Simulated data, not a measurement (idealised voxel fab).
Process module under the name voxel transistor to metal
In the cross-section labelled cut, the width is 170 nm and each square cell is 5 nm.
Cross-sections here: square-cell grids, written as top-down lists of bands, a band being one or more rows of cells.
Basically the band line says how high the top is and how high the bottom is, in nm, and then what's in it from left to right, every material with its width in nm. Empty space shows up as "air", and if a single material carries "edge to edge" it runs the full band edge to edge.
Basically, 0 is our baseline, since under it the wafer straight out of the box is all one material. The bottom band has no lower end and keeps on going down, so it looks like "0..down".
Think of "30 to 40" as a width that walks from the first number to the second as you go down the band, top row to bottom row, taking equal-sized steps from row to row.
Key: "remained the same" - step with no changed cell in the cross-section.
Entry "Completely sealed voids". Content: empty spaces with no open connection to the top, size 8 cells or greater. Each: width x height at distance. Distance: from left edge. Unit: nm.
Text after the settings on a step's line: the simulator's own remark on that step.
For masked steps, "overlay nm" on the step line gives how far right of plan the mask actually lay; a minus sign means it lay to the left.
Everything after this point is organized in pairs: a cross-section before one process step, a cross-section after it that shows only as deep as the lowest changed band, and, under the pair, the intervening step with its settings. Because different runs of this module on the same starting wafer can supply different pairs, a pair continues from the pair above it only if its entry headed "Before processing" says so.
Before processing
> 20..10  SiO2 edge to edge
> 10..5  SiO2=60 | SiN=5 | HfO2=5 | TiN=5 | W=20 | TiN=5 | HfO2=5 | SiN=5 | SiO2=60
> 5..0  SiO2=45 | SiGe=15 | SiN=5 | HfO2=5 | TiN=5 | W=20 | TiN=5 | HfO2=5 | SiN=5 | SiGe=15 | SiO2=45
> 0..-5  SiO2=45 | SiGe=15 | SiN=5 | HfO2=5 | TiN=30 | HfO2=5 | SiN=5 | SiGe=15 | SiO2=45
> -5..-10  SiO2=30 | SiGe=30 | SiO2=5 | HfO2=40 | SiO2=5 | SiGe=30 | SiO2=30
> -10..-20  SiO2=35 | SiGe=25 | Si=50 | SiGe=25 | SiO2=35
> -20..-30  SiO2=35 | Si=100 | SiO2=35
> -30..down  Si edge to edge
> Completely sealed voids: none
Cut View, Post-Step
> 20..10  SiO2=35 | air=25 | SiO2=55 | air=25 | SiO2=30
> 10..5  SiO2=35 | air=25 | SiN=5 | HfO2=5 | TiN=5 | W=20 | TiN=5 | HfO2=5 | SiN=5 | SiO2=5 | air=25 | SiO2=30
> 5..0  SiO2=35 | air=10 | SiGe=15 | SiN=5 | HfO2=5 | TiN=5 | W=20 | TiN=5 | HfO2=5 | SiN=5 | SiGe=15 | air=15 | SiO2=30
> 0..-5  SiO2=35 | air=10 | SiGe=15 | SiN=5 | HfO2=5 | TiN=30 | HfO2=5 | SiN=5 | SiGe=15 | air=15 | SiO2=30
> No changes below -5.
> Completely sealed voids: none
The process step separating the two cross-sections depicted above is as follows: MASKED_ETCH | tone open | mask id CONTACT | width nm 25 | pitch nm 80 | etch materials SiO2 | depth nm 25 | overlay nm 0
Before processing: same picture as after in the pair right above, so we don't repeat it.
Cut View, Post-Step
> 25..20  TiN=40 | air=15 | TiN=65 | air=15 | TiN=35
> 20..10  SiO2=35 | TiN=5 | air=15 | TiN=5 | SiO2=55 | TiN=5 | air=15 | TiN=5 | SiO2=30
> 10..5  SiO2=35 | TiN=25 | SiN=5 | HfO2=5 | TiN=5 | W=20 | TiN=5 | HfO2=5 | SiN=5 | SiO2=5 | TiN=15 | air=5 | TiN=5 | SiO2=30
> 5..0  SiO2=35 | TiN=10 | SiGe=15 | SiN=5 | HfO2=5 | TiN=5 | W=20 | TiN=5 | HfO2=5 | SiN=5 | SiGe=15 | TiN=5 | air=5 | TiN=5 | SiO2=30
> 0..-5  SiO2=35 | TiN=10 | SiGe=15 | SiN=5 | HfO2=5 | TiN=30 | HfO2=5 | SiN=5 | SiGe=15 | TiN=15 | SiO2=30
> No changes below -5.
> Completely sealed voids: none
The process step separating the two cross-sections depicted above is as follows: CONFORMAL_DEP | material TiN | thk nm 5
Before processing: same picture as after in the pair right above, so we don't repeat it.
Cut View, Post-Step
> 35..25  W edge to edge
> 25..20  TiN=40 | W=15 | TiN=65 | W=15 | TiN=35
> 20..10  SiO2=35 | TiN=5 | W=15 | TiN=5 | SiO2=55 | TiN=5 | W=15 | TiN=5 | SiO2=30
> 10..5  SiO2=35 | TiN=25 | SiN=5 | HfO2=5 | TiN=5 | W=20 | TiN=5 | HfO2=5 | SiN=5 | SiO2=5 | TiN=15 | W=5 | TiN=5 | SiO2=30
> 5..0  SiO2=35 | TiN=10 | SiGe=15 | SiN=5 | HfO2=5 | TiN=5 | W=20 | TiN=5 | HfO2=5 | SiN=5 | SiGe=15 | TiN=5 | W=5 | TiN=5 | SiO2=30
> No changes below 0.
> Completely sealed voids: none
The process step separating the two cross-sections depicted above is as follows: FILL_DEP | material W | thk nm 10
Before processing: same picture as after in the pair right above, so we don't repeat it.
Cut View, Post-Step
> 20..10  SiO2=35 | TiN=5 | W=15 | TiN=5 | SiO2=55 | TiN=5 | W=15 | TiN=5 | SiO2=30
> No changes below 10.
> Completely sealed voids: none
The process step separating the two cross-sections depicted above is as follows: CMP | height nm 20
Before processing: same picture as after in the pair right above, so we don't repeat it.
Cut View, Post-Step
> 25..20  TiN edge to edge
> No changes below 20.
> Completely sealed voids: none
The process step separating the two cross-sections depicted above is as follows: DIRECTIONAL_DEP | material TiN | thk nm 5
Before processing: same picture as after in the pair right above, so we don't repeat it.
Cut View, Post-Step
> 45..25  W edge to edge
> No changes below 25.
> Completely sealed voids: none
The process step separating the two cross-sections depicted above is as follows: DIRECTIONAL_DEP | material W | thk nm 20
Before processing: same picture as after in the pair right above, so we don't repeat it.
Cut View, Post-Step
> 65..45  air=35 | resist=20 | air=60 | resist=20 | air=35
> No changes below 45.
> Completely sealed voids: none
The process step separating the two cross-sections depicted above is as follows: PATTERN | tone cover | mask id METAL_1 | material resist | width nm 20 | pitch nm 80 | thk nm 20 | overlay nm 0
Before processing: same picture as after in the pair right above, so we don't repeat it.
Cut View, Post-Step
> 65..45  air=35 | resist=20 | air=60 | resist=20 | air=35
> 45..25  air=35 | W=20 | air=60 | W=20 | air=35
> No changes below 25.
> Completely sealed voids: none
The process step separating the two cross-sections depicted above is as follows: DIRECTIONAL_ETCH | etch materials W | depth nm 20
Before processing: same picture as after in the pair right above, so we don't repeat it.
Cut View, Post-Step
> 65..45  air=35 | resist=20 | air=60 | resist=20 | air=35
> 45..25  air=35 | W=20 | air=60 | W=20 | air=35
> 25..20  air=35 | TiN=20 | air=60 | TiN=20 | air=35
> No changes below 20.
> Completely sealed voids: none
The process step separating the two cross-sections depicted above is as follows: DIRECTIONAL_ETCH | etch materials TiN | depth nm 5
Before processing: same picture as after in the pair right above, so we don't repeat it.
Cut View, Post-Step
> 45..25  air=35 | W=20 | air=60 | W=20 | air=35
> No changes below 25.
> Completely sealed voids: none
The process step separating the two cross-sections depicted above is as follows: STRIP | etch materials resist
Before processing: same picture as after in the pair right above, so we don't repeat it.
Cut View, Post-Step
> 50..45  air=30 | SiN=30 | air=50 | SiN=30 | air=30
> 45..25  air=30 | SiN=5 | W=20 | SiN=5 | air=50 | SiN=5 | W=20 | SiN=5 | air=30
> 25..20  SiN=35 | TiN=20 | SiN=60 | TiN=20 | SiN=35
> No changes below 20.
> Completely sealed voids: none
The process step separating the two cross-sections depicted above is as follows: CONFORMAL_DEP | material SiN | thk nm 5
Before processing: same picture as after in the pair right above, so we don't repeat it.
Cut View, Post-Step
> 60..50  lowk edge to edge
> 50..45  lowk=30 | SiN=30 | lowk=50 | SiN=30 | lowk=30
> 45..25  lowk=30 | SiN=5 | W=20 | SiN=5 | lowk=50 | SiN=5 | W=20 | SiN=5 | lowk=30
> No changes below 25.
> Completely sealed voids: none
The process step separating the two cross-sections depicted above is as follows: FILL_DEP | material lowk | thk nm 10
Before processing: same picture as after in the pair right above, so we don't repeat it.
Cut View, Post-Step
> 45..25  lowk=30 | SiN=5 | W=20 | SiN=5 | lowk=50 | SiN=5 | W=20 | SiN=5 | lowk=30
> No changes below 25.
> Completely sealed voids: none
The process step separating the two cross-sections depicted above is as follows: CMP | height nm 45
Before processing: same picture as after in the pair right above, so we don't repeat it.
Cut View, Post-Step
> 50..45  SiN edge to edge
> No changes below 45.
> Completely sealed voids: none
The process step separating the two cross-sections depicted above is as follows: CONFORMAL_DEP | material SiN | thk nm 5
Before processing
> 45..25  W edge to edge
> 25..20  TiN edge to edge
> 20..10  SiO2=35 | TiN=5 | W=10 | TiN=5 | SiO2=60 | TiN=5 | W=10 | TiN=5 | SiO2=35
> 10..5  SiO2=35 | TiN=20 | SiO2=5 | SiN=5 | HfO2=5 | TiN=5 | W=20 | TiN=5 | HfO2=5 | SiN=5 | SiO2=5 | TiN=20 | SiO2=35
> 5..0  SiO2=35 | TiN=10 | SiGe=15 | SiN=5 | HfO2=5 | TiN=5 | W=20 | TiN=5 | HfO2=5 | SiN=5 | SiGe=15 | TiN=10 | SiO2=35
> 0..-5  SiO2=35 | TiN=10 | SiGe=15 | SiN=5 | HfO2=5 | TiN=30 | HfO2=5 | SiN=5 | SiGe=15 | TiN=10 | SiO2=35
> -5..-10  SiO2=30 | SiGe=30 | SiO2=5 | HfO2=40 | SiO2=5 | SiGe=30 | SiO2=30
> -10..-20  SiO2=35 | SiGe=25 | Si=50 | SiGe=25 | SiO2=35
> -20..-30  SiO2=35 | Si=100 | SiO2=35
> -30..down  Si edge to edge
> Completely sealed voids: none
Cut View, Post-Step
> 65..45  air=30 | resist=20 | air=60 | resist=20 | air=40
> No changes below 45.
> Completely sealed voids: none
The process step separating the two cross-sections depicted above is as follows: PATTERN | tone cover | mask id METAL_1 | material resist | width nm 20 | pitch nm 80 | thk nm 20 | overlay nm -5
Before processing: same picture as after in the pair right above, so we don't repeat it.
Cut View, Post-Step
> 65..45  air=30 | resist=20 | air=60 | resist=20 | air=40
> 45..25  air=30 | W=20 | air=60 | W=20 | air=40
> No changes below 25.
> Completely sealed voids: none
The process step separating the two cross-sections depicted above is as follows: DIRECTIONAL_ETCH | etch materials W | depth nm 20
Before processing: same picture as after in the pair right above, so we don't repeat it.
Cut View, Post-Step
> 65..45  air=30 | resist=20 | air=60 | resist=20 | air=40
> 45..25  air=30 | W=20 | air=60 | W=20 | air=40
> 25..20  air=30 | TiN=20 | air=60 | TiN=20 | air=40
> No changes below 20.
> Completely sealed voids: none
The process step separating the two cross-sections depicted above is as follows: DIRECTIONAL_ETCH | etch materials TiN | depth nm 5
Before processing: same picture as after in the pair right above, so we don't repeat it.
Cut View, Post-Step
> 45..25  air=30 | W=20 | air=60 | W=20 | air=40
> No changes below 25.
> Completely sealed voids: none
The process step separating the two cross-sections depicted above is as follows: STRIP | etch materials resist
Before processing: same picture as after in the pair right above, so we don't repeat it.
Cut View, Post-Step
> 50..45  air=25 | SiN=30 | air=50 | SiN=30 | air=35
> 45..25  air=25 | SiN=5 | W=20 | SiN=5 | air=50 | SiN=5 | W=20 | SiN=5 | air=35
> 25..20  SiN=30 | TiN=20 | SiN=60 | TiN=20 | SiN=40
> No changes below 20.
> Completely sealed voids: none
The process step separating the two cross-sections depicted above is as follows: CONFORMAL_DEP | material SiN | thk nm 5
Before processing: same picture as after in the pair right above, so we don't repeat it.
Cut View, Post-Step
> 60..50  lowk edge to edge
> 50..45  lowk=25 | SiN=30 | lowk=50 | SiN=30 | lowk=35
> 45..25  lowk=25 | SiN=5 | W=20 | SiN=5 | lowk=50 | SiN=5 | W=20 | SiN=5 | lowk=35
> No changes below 25.
> Completely sealed voids: none
The process step separating the two cross-sections depicted above is as follows: FILL_DEP | material lowk | thk nm 10
Before processing: same picture as after in the pair right above, so we don't repeat it.
Cut View, Post-Step
> 45..25  lowk=25 | SiN=5 | W=20 | SiN=5 | lowk=50 | SiN=5 | W=20 | SiN=5 | lowk=35
> No changes below 25.
> Completely sealed voids: none
The process step separating the two cross-sections depicted above is as follows: CMP | height nm 45
Before processing: same picture as after in the pair right above, so we don't repeat it.
Cut View, Post-Step
> 50..45  SiN edge to edge
> No changes below 45.
> Completely sealed voids: none
The process step separating the two cross-sections depicted above is as follows: CONFORMAL_DEP | material SiN | thk nm 5
Before processing
> 0..-5  SiO2 edge to edge
> -5..down  Si edge to edge
> Completely sealed voids: none
Cut View, Post-Step
> 10..0  SiCN edge to edge
> No changes below 0.
> Completely sealed voids: none
The process step separating the two cross-sections depicted above is as follows: CONFORMAL_DEP | material SiCN | thk nm 10
Before processing: same picture as after in the pair right above, so we don't repeat it.
Cut View, Post-Step
> 25..10  SiO2 edge to edge
> No changes below 10.
> Completely sealed voids: none
The process step separating the two cross-sections depicted above is as follows: FILL_DEP | material SiO2 | thk nm 15
Before processing: same picture as after in the pair right above, so we don't repeat it.
Cut View, Post-Step
> 10..0  SiCN edge to edge
> No changes below 0.
> Completely sealed voids: none
The process step separating the two cross-sections depicted above is as follows: CMP | height nm 10
Before processing: same picture as after in the pair right above, so we don't repeat it.
Cut View, Post-Step
> 30..10  polySi edge to edge
> No changes below 10.
> Completely sealed voids: none
The process step separating the two cross-sections depicted above is as follows: DIRECTIONAL_DEP | material polySi | thk nm 20
Before processing: same picture as after in the pair right above, so we don't repeat it.
Cut View, Post-Step
> 40..30  SiCN edge to edge
> No changes below 30.
> Completely sealed voids: none
The process step separating the two cross-sections depicted above is as follows: DIRECTIONAL_DEP | material SiCN | thk nm 10
Before processing: same picture as after in the pair right above, so we don't repeat it.
Cut View, Post-Step
> 55..40  aC edge to edge
> No changes below 40.
> Completely sealed voids: none
The process step separating the two cross-sections depicted above is as follows: DIRECTIONAL_DEP | material aC | thk nm 15
Before processing: same picture as after in the pair right above, so we don't repeat it.
Cut View, Post-Step
> 90..55  air=70 | resist=30 | air=70
> No changes below 55.
> Completely sealed voids: none
The process step separating the two cross-sections depicted above is as follows: PATTERN | tone cover | mask id GATE | material resist | width nm 30 | thk nm 35 | overlay nm 0
Before processing: same picture as after in the pair right above, so we don't repeat it.
Cut View, Post-Step
> 75..55  air=70 | resist=30 | air=70
> 55..40  air=70 | aC=30 | air=70
> No changes below 40.
> Completely sealed voids: none
The process step separating the two cross-sections depicted above is as follows: DIRECTIONAL_ETCH | etch materials aC | depth nm 15
Before processing: same picture as after in the pair right above, so we don't repeat it.
Cut View, Post-Step
> 55..40  air=70 | aC=30 | air=70
> No changes below 40.
> Completely sealed voids: none
The process step separating the two cross-sections depicted above is as follows: STRIP | etch materials resist
Before processing: same picture as after in the pair right above, so we don't repeat it.
Cut View, Post-Step
> 55..40  air=70 | aC=30 | air=70
> 40..30  air=70 | SiCN=30 | air=70
> No changes below 30.
> Completely sealed voids: none
The process step separating the two cross-sections depicted above is as follows: DIRECTIONAL_ETCH | etch materials SiCN | depth nm 20
Before processing: same picture as after in the pair right above, so we don't repeat it.
Cut View, Post-Step
> 55..40  air=70 | aC=30 | air=70
> 40..30  air=70 | SiCN=30 | air=70
> 30..10  air=70 | polySi=30 | air=70
> No changes below 10.
> Completely sealed voids: none
The process step separating the two cross-sections depicted above is as follows: DIRECTIONAL_ETCH | etch materials polySi | depth nm 30
Before processing: same picture as after in the pair right above, so we don't repeat it.
Cut View, Post-Step
> 40..30  air=70 | SiCN=30 | air=70
> No changes below 30.
> Completely sealed voids: none
The process step separating the two cross-sections depicted above is as follows: STRIP | etch materials aC
Before processing: same picture as after in the pair right above, so we don't repeat it.
Cut View, Post-Step
> 45..40  air=65 | SiO2=40 | air=65
> 40..30  air=65 | SiO2=5 | SiCN=30 | SiO2=5 | air=65
> 30..15  air=65 | SiO2=5 | polySi=30 | SiO2=5 | air=65
> 15..10  SiO2=70 | polySi=30 | SiO2=70
> No changes below 10.
> Completely sealed voids: none
The process step separating the two cross-sections depicted above is as follows: CONFORMAL_DEP | material SiO2 | thk nm 5
Before processing: same picture as after in the pair right above, so we don't repeat it.
Cut View, Post-Step
> 40..30  air=65 | SiO2=5 | SiCN=30 | SiO2=5 | air=65
> 30..10  air=65 | SiO2=5 | polySi=30 | SiO2=5 | air=65
> No changes below 10.
> Completely sealed voids: none
The process step separating the two cross-sections depicted above is as follows: DIRECTIONAL_ETCH | etch materials SiO2 | depth nm 5
Before processing: same picture as after in the pair right above, so we don't repeat it.
Cut View, Post-Step
> 45..40  air=60 | SiN=50 | air=60
> 40..30  air=60 | SiN=5 | SiO2=5 | SiCN=30 | SiO2=5 | SiN=5 | air=60
> 30..15  air=60 | SiN=5 | SiO2=5 | polySi=30 | SiO2=5 | SiN=5 | air=60
> 15..10  SiN=65 | SiO2=5 | polySi=30 | SiO2=5 | SiN=65
> No changes below 10.
> Completely sealed voids: none
The process step separating the two cross-sections depicted above is as follows: CONFORMAL_DEP | material SiN | thk nm 5
Before processing: same picture as after in the pair right above, so we don't repeat it.
Cut View, Post-Step
> 40..30  air=60 | SiN=5 | SiO2=5 | SiCN=30 | SiO2=5 | SiN=5 | air=60
> 30..10  air=60 | SiN=5 | SiO2=5 | polySi=30 | SiO2=5 | SiN=5 | air=60
> No changes below 10.
> Completely sealed voids: none
The process step separating the two cross-sections depicted above is as follows: DIRECTIONAL_ETCH | etch materials SiN | depth nm 5
Before processing: same picture as after in the pair right above, so we don't repeat it.
Cut View, Post-Step
> 40..35  air=60 | SiN=5 | air=5 | SiCN=30 | air=5 | SiN=5 | air=60
> No changes below 35.
> Completely sealed voids: none
The process step separating the two cross-sections depicted above is as follows: DIRECTIONAL_ETCH | etch materials SiO2 | depth nm 5
Before processing: same picture as after in the pair right above, so we don't repeat it.
Cut View, Post-Step
> 50..40  SiO2 edge to edge
> 40..30  SiO2=60 | SiN=5 | SiO2=5 | SiCN=30 | SiO2=5 | SiN=5 | SiO2=60
> 30..10  SiO2=60 | SiN=5 | SiO2=5 | polySi=30 | SiO2=5 | SiN=5 | SiO2=60
> No changes below 10.
> Completely sealed voids: none
The process step separating the two cross-sections depicted above is as follows: FILL_DEP | material SiO2 | thk nm 10
Before processing: same picture as after in the pair right above, so we don't repeat it.
Cut View, Post-Step
> 15..10  SiO2=60 | SiN=5 | SiO2=5 | polySi=30 | SiO2=5 | SiN=5 | SiO2=60
> No changes below 10.
> Completely sealed voids: none
The process step separating the two cross-sections depicted above is as follows: CMP | height nm 15
Before processing: same picture as after in the pair right above, so we don't repeat it.
Cut View, Post-Step
> 15..10  SiO2=60 | SiN=5 | SiO2=5 | air=30 | SiO2=5 | SiN=5 | SiO2=60
> No changes below 10.
> Completely sealed voids: none
The process step separating the two cross-sections depicted above is as follows: STRIP | etch materials polySi
Before processing: same picture as after in the pair right above, so we don't repeat it.
Cut View, Post-Step
> 15..10  air=60 | SiN=5 | air=40 | SiN=5 | air=60
> No changes below 10.
> Completely sealed voids: none
The process step separating the two cross-sections depicted above is as follows: SELECTIVE_ETCH | etch materials SiO2 | depth nm 5
Before processing: same picture as after in the pair right above, so we don't repeat it.
Cut View, Post-Step
> 20..15  air=55 | HfO2=15 | air=30 | HfO2=15 | air=55
> 15..10  HfO2=60 | SiN=5 | HfO2=40 | SiN=5 | HfO2=60
> No changes below 10.
> Completely sealed voids: none
The process step separating the two cross-sections depicted above is as follows: CONFORMAL_DEP | material HfO2 | thk nm 5
Before processing: same picture as after in the pair right above, so we don't repeat it.
Cut View, Post-Step
> 25..20  air=50 | TiN=25 | air=20 | TiN=25 | air=50
> 20..15  TiN=55 | HfO2=15 | TiN=30 | HfO2=15 | TiN=55
> No changes below 15.
> Completely sealed voids: none
The process step separating the two cross-sections depicted above is as follows: CONFORMAL_DEP | material TiN | thk nm 5
Before processing: same picture as after in the pair right above, so we don't repeat it.
Cut View, Post-Step
> 30..25  W edge to edge
> 25..20  W=50 | TiN=25 | W=20 | TiN=25 | W=50
> No changes below 20.
> Completely sealed voids: none
The process step separating the two cross-sections depicted above is as follows: FILL_DEP | material W | thk nm 5
Before processing: same picture as after in the pair right above, so we don't repeat it.
Cut View, Post-Step
> 10..0  SiCN edge to edge
> No changes below 0.
> Completely sealed voids: none
The process step separating the two cross-sections depicted above is as follows: CMP | height nm 10
Before processing: same picture as after in the pair right above, so we don't repeat it.
Cut View, Post-Step
> 20..10  SiO2 edge to edge
> No changes below 10.
> Completely sealed voids: none
The process step separating the two cross-sections depicted above is as follows: DIRECTIONAL_DEP | material SiO2 | thk nm 10
Before processing: same picture as after in the pair right above, so we don't repeat it.
Cut View, Post-Step
> 20..10  SiO2=35 | air=20 | SiO2=60 | air=20 | SiO2=35
> No changes below 10.
> Completely sealed voids: none
The process step separating the two cross-sections depicted above is as follows: MASKED_ETCH | tone open | mask id CONTACT | width nm 20 | pitch nm 80 | etch materials SiO2 | depth nm 25 | overlay nm 0
Before processing: same picture as after in the pair right above, so we don't repeat it.
Cut View, Post-Step
> 25..20  TiN=40 | air=10 | TiN=70 | air=10 | TiN=40
> 20..15  SiO2=35 | TiN=5 | air=10 | TiN=5 | SiO2=60 | TiN=5 | air=10 | TiN=5 | SiO2=35
> 15..10  SiO2=35 | TiN=20 | SiO2=60 | TiN=20 | SiO2=35
> No changes below 10.
> Completely sealed voids: none
The process step separating the two cross-sections depicted above is as follows: CONFORMAL_DEP | material TiN | thk nm 5
Before processing: same picture as after in the pair right above, so we don't repeat it.
Cut View, Post-Step
> 35..25  W edge to edge
> 25..20  TiN=40 | W=10 | TiN=70 | W=10 | TiN=40
> 20..15  SiO2=35 | TiN=5 | W=10 | TiN=5 | SiO2=60 | TiN=5 | W=10 | TiN=5 | SiO2=35
> No changes below 15.
> Completely sealed voids: none
The process step separating the two cross-sections depicted above is as follows: FILL_DEP | material W | thk nm 10
Before processing: same picture as after in the pair right above, so we don't repeat it.
Cut View, Post-Step
> 20..15  SiO2=35 | TiN=5 | W=10 | TiN=5 | SiO2=60 | TiN=5 | W=10 | TiN=5 | SiO2=35
> No changes below 15.
> Completely sealed voids: none
The process step separating the two cross-sections depicted above is as follows: CMP | height nm 20
Before processing: same picture as after in the pair right above, so we don't repeat it.
Cut View, Post-Step
> 25..20  TiN edge to edge
> No changes below 20.
> Completely sealed voids: none
The process step separating the two cross-sections depicted above is as follows: DIRECTIONAL_DEP | material TiN | thk nm 5
Before processing: same picture as after in the pair right above, so we don't repeat it.
Cut View, Post-Step
> 45..25  W edge to edge
> No changes below 25.
> Completely sealed voids: none
The process step separating the two cross-sections depicted above is as follows: DIRECTIONAL_DEP | material W | thk nm 20
Before processing: same picture as after in the pair right above, so we don't repeat it.
Cut View, Post-Step
> 65..45  air=35 | resist=20 | air=60 | resist=20 | air=35
> No changes below 45.
> Completely sealed voids: none
The process step separating the two cross-sections depicted above is as follows: PATTERN | tone cover | mask id METAL_1 | material resist | width nm 20 | pitch nm 80 | thk nm 20 | overlay nm 0
Before processing: same picture as after in the pair right above, so we don't repeat it.
Cut View, Post-Step
> 65..45  air=35 | resist=20 | air=60 | resist=20 | air=35
> 45..25  air=35 | W=20 | air=60 | W=20 | air=35
> No changes below 25.
> Completely sealed voids: none
The process step separating the two cross-sections depicted above is as follows: DIRECTIONAL_ETCH | etch materials W | depth nm 20
Before processing: same picture as after in the pair right above, so we don't repeat it.
Cut View, Post-Step
> 65..45  air=35 | resist=20 | air=60 | resist=20 | air=35
> 45..25  air=35 | W=20 | air=60 | W=20 | air=35
> 25..20  air=35 | TiN=20 | air=60 | TiN=20 | air=35
> No changes below 20.
> Completely sealed voids: none
The process step separating the two cross-sections depicted above is as follows: DIRECTIONAL_ETCH | etch materials TiN | depth nm 5
Before processing: same picture as after in the pair right above, so we don't repeat it.
Cut View, Post-Step
> 45..25  air=35 | W=20 | air=60 | W=20 | air=35
> No changes below 25.
> Completely sealed voids: none
The process step separating the two cross-sections depicted above is as follows: STRIP | etch materials resist
Before processing: same picture as after in the pair right above, so we don't repeat it.
Cut View, Post-Step
> 50..45  air=30 | SiN=30 | air=50 | SiN=30 | air=30
> 45..25  air=30 | SiN=5 | W=20 | SiN=5 | air=50 | SiN=5 | W=20 | SiN=5 | air=30
> 25..20  SiN=35 | TiN=20 | SiN=60 | TiN=20 | SiN=35
> No changes below 20.
> Completely sealed voids: none
The process step separating the two cross-sections depicted above is as follows: CONFORMAL_DEP | material SiN | thk nm 5
Before processing: same picture as after in the pair right above, so we don't repeat it.
Cut View, Post-Step
> 60..50  lowk edge to edge
> 50..45  lowk=30 | SiN=30 | lowk=50 | SiN=30 | lowk=30
> 45..25  lowk=30 | SiN=5 | W=20 | SiN=5 | lowk=50 | SiN=5 | W=20 | SiN=5 | lowk=30
> No changes below 25.
> Completely sealed voids: none
The process step separating the two cross-sections depicted above is as follows: FILL_DEP | material lowk | thk nm 10
Before processing: same picture as after in the pair right above, so we don't repeat it.
Cut View, Post-Step
> 45..25  lowk=30 | SiN=5 | W=20 | SiN=5 | lowk=50 | SiN=5 | W=20 | SiN=5 | lowk=30
> No changes below 25.
> Completely sealed voids: none
The process step separating the two cross-sections depicted above is as follows: CMP | height nm 45
Before processing: same picture as after in the pair right above, so we don't repeat it.
Cut View, Post-Step
> 50..45  SiN edge to edge
> No changes below 45.
> Completely sealed voids: none
The process step separating the two cross-sections depicted above is as follows: CONFORMAL_DEP | material SiN | thk nm 5
Before processing
> 40..25  aC edge to edge
> 25..15  SiCN edge to edge
> 15..-5  polySi edge to edge
> -5..-10  SiO2 edge to edge
> -10..-30  SiO2=35 | Si=100 | SiO2=35
> -30..down  Si edge to edge
> Completely sealed voids: none
Cut View, Post-Step
> 75..40  resist=70 | air=30 | resist=70
> No changes below 40.
> Completely sealed voids: none
The process step separating the two cross-sections depicted above is as follows: PATTERN | tone open | mask id GATE | material resist | width nm 30 | thk nm 35 | overlay nm 0
Before processing: same picture as after in the pair right above, so we don't repeat it.
Cut View, Post-Step
> 60..40  resist=70 | air=30 | resist=70
> 40..25  aC=70 | air=30 | aC=70
> No changes below 25.
> Completely sealed voids: none
The process step separating the two cross-sections depicted above is as follows: DIRECTIONAL_ETCH | etch materials aC | depth nm 15
Before processing: same picture as after in the pair right above, so we don't repeat it.
Cut View, Post-Step
> 40..25  aC=70 | air=30 | aC=70
> No changes below 25.
> Completely sealed voids: none
The process step separating the two cross-sections depicted above is as follows: STRIP | etch materials resist
Before processing: same picture as after in the pair right above, so we don't repeat it.
Cut View, Post-Step
> 40..25  aC=70 | air=30 | aC=70
> 25..15  SiCN=70 | air=30 | SiCN=70
> No changes below 15.
> Completely sealed voids: none
The process step separating the two cross-sections depicted above is as follows: DIRECTIONAL_ETCH | etch materials SiCN | depth nm 20
Before processing: same picture as after in the pair right above, so we don't repeat it.
Cut View, Post-Step
> 40..25  aC=70 | air=30 | aC=70
> 25..15  SiCN=70 | air=30 | SiCN=70
> 15..-5  polySi=70 | air=30 | polySi=70
> No changes below -5.
> Completely sealed voids: none
The process step separating the two cross-sections depicted above is as follows: DIRECTIONAL_ETCH | etch materials polySi | depth nm 30
Before processing: same picture as after in the pair right above, so we don't repeat it.
Cut View, Post-Step
> 25..15  SiCN=70 | air=30 | SiCN=70
> No changes below 15.
> Completely sealed voids: none
The process step separating the two cross-sections depicted above is as follows: STRIP | etch materials aC
Before processing: same picture as after in the pair right above, so we don't repeat it.
Cut View, Post-Step
> 30..25  SiO2=75 | air=20 | SiO2=75
> 25..15  SiCN=70 | SiO2=5 | air=20 | SiO2=5 | SiCN=70
> 15..0  polySi=70 | SiO2=5 | air=20 | SiO2=5 | polySi=70
> 0..-5  polySi=70 | SiO2=30 | polySi=70
> No changes below -5.
> Completely sealed voids: none
The process step separating the two cross-sections depicted above is as follows: CONFORMAL_DEP | material SiO2 | thk nm 5
Before processing: same picture as after in the pair right above, so we don't repeat it.
Cut View, Post-Step
> 25..15  SiCN=70 | SiO2=5 | air=20 | SiO2=5 | SiCN=70
> 15..-5  polySi=70 | SiO2=5 | air=20 | SiO2=5 | polySi=70
> No changes below -5.
> Completely sealed voids: none
The process step separating the two cross-sections depicted above is as follows: DIRECTIONAL_ETCH | etch materials SiO2 | depth nm 5
Before processing: same picture as after in the pair right above, so we don't repeat it.
Cut View, Post-Step
> 30..25  SiN=80 | air=10 | SiN=80
> 25..15  SiCN=70 | SiO2=5 | SiN=5 | air=10 | SiN=5 | SiO2=5 | SiCN=70
> 15..0  polySi=70 | SiO2=5 | SiN=5 | air=10 | SiN=5 | SiO2=5 | polySi=70
> 0..-5  polySi=70 | SiO2=5 | SiN=20 | SiO2=5 | polySi=70
> No changes below -5.
> Completely sealed voids: none
The process step separating the two cross-sections depicted above is as follows: CONFORMAL_DEP | material SiN | thk nm 5
Before processing: same picture as after in the pair right above, so we don't repeat it.
Cut View, Post-Step
> 25..15  SiCN=70 | SiO2=5 | SiN=5 | air=10 | SiN=5 | SiO2=5 | SiCN=70
> 15..-5  polySi=70 | SiO2=5 | SiN=5 | air=10 | SiN=5 | SiO2=5 | polySi=70
> No changes below -5.
> Completely sealed voids: none
The process step separating the two cross-sections depicted above is as follows: DIRECTIONAL_ETCH | etch materials SiN | depth nm 5
Before processing: same picture as after in the pair right above, so we don't repeat it.
Cut View, Post-Step
> 25..20  SiCN=70 | air=5 | SiN=5 | air=10 | SiN=5 | air=5 | SiCN=70
> 20..15  SiCN=70 | SiO2=5 | SiN=5 | air=10 | SiN=5 | SiO2=5 | SiCN=70
> 15..-5  polySi=70 | SiO2=5 | SiN=5 | air=10 | SiN=5 | SiO2=5 | polySi=70
> -5..-10  SiO2=80 | air=10 | SiO2=80
> No changes below -10.
> Completely sealed voids: none
The process step separating the two cross-sections depicted above is as follows: DIRECTIONAL_ETCH | etch materials SiO2 | depth nm 5
Before processing: same picture as after in the pair right above, so we don't repeat it.
Cut View, Post-Step
> 25..20  SiCN=70 | air=5 | SiN=5 | air=10 | SiN=5 | air=5 | SiCN=70
> 20..15  SiCN=70 | SiO2=5 | SiN=5 | air=10 | SiN=5 | SiO2=5 | SiCN=70
> 15..-5  polySi=70 | SiO2=5 | SiN=5 | air=10 | SiN=5 | SiO2=5 | polySi=70
> -5..-10  SiO2=80 | air=10 | SiO2=80
> -10..-20  SiO2=35 | Si=45 | air=10 | Si=45 | SiO2=35
> No changes below -20.
> Completely sealed voids: none
The process step separating the two cross-sections depicted above is as follows: DIRECTIONAL_ETCH | etch materials Si | depth nm 10
